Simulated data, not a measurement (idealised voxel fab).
The document below concerns the process module designated voxel double patterning.
The cross-section on display is named cut; it measures 215 nm wide, and its cells are 5 nm squares.
A cross-section is written here as square cells arranged in a grid, and it is given in bands from the top down, each band taking up one or more rows of cells.
Quick guide to a band line: top height, bottom height (nm) up front; then every material left to right with its width in nm. Only one material and it's marked "edge to edge"? Then it fills the band edge to edge. And "air" just means empty space.
Zero point of the height axis is 0; under it, received wafer = one material. Lowest band: continues down indefinitely, "from 0 down".
Width spec "30..40" -> top row of cells at first value, bottom row at second value, equal per-row change in between.
When a step is marked "nothing changed", none of the cells in the cross-section changed during that step.
The label "Sealed void list" introduces a list of the empty spaces, 8 cells or larger, that have no open way up to the top; each entry in it reads width x height at distance, where the distance is taken from the left edge and all three are stated in nm.
Heads up: the bit after the settings on a step's line is the simulator's remark on that step.
overlay nm: on a step with a mask, how far right of its planned place the mask lay; negative means left.

**Planned process steps**
1 RECEIVE (material Si)
2 CONFORMAL_DEP (material SiO2; thk nm 5)
3 DIRECTIONAL_DEP (material TiN; thk nm 10)
4 DIRECTIONAL_DEP (material SiCN; thk nm 5)
5 PATTERN (tone open; mask id FIRST; material resist; width nm 15; pitch nm 50; thk nm 15; overlay nm 0)
6 DIRECTIONAL_ETCH (etch materials SiCN; depth nm 5)
7 STRIP (etch materials resist)
8 PATTERN (tone open; mask id SECOND; material resist; width nm 15; thk nm 20; overlay nm 0)
9 DIRECTIONAL_ETCH (etch materials SiCN; depth nm 5)
10 STRIP (etch materials resist)
11 DIRECTIONAL_ETCH (etch materials TiN; depth nm 20)
12 STRIP (etch materials SiCN)
For this document, wafers share an identical start and vary in the step 3 thk nm; the plan quotes the first wafer's value.

**Cross-section of the first incoming wafer of several, state after step 1**
* from 0 down  Si edge to edge
* Sealed void list: none

**The following table contains a row per wafer, in which are reported, at the conclusion of the module, the cells of each material gained (+) or lost (-) since the wafer's receipt, with its closed voids given thereafter**
thk nm 10, +43 SiO2, +68 TiN, Sealed void list: none
thk nm 15, +43 SiO2, +102 TiN, Sealed void list: none
thk nm 20, +43 SiO2, +136 TiN, Sealed void list: none
thk nm 25, +43 SiO2, +179 TiN, Sealed void list: none
thk nm 30, +43 SiO2, +222 TiN, Sealed void list: none
thk nm 35, +43 SiO2, +265 TiN, Sealed void list: none
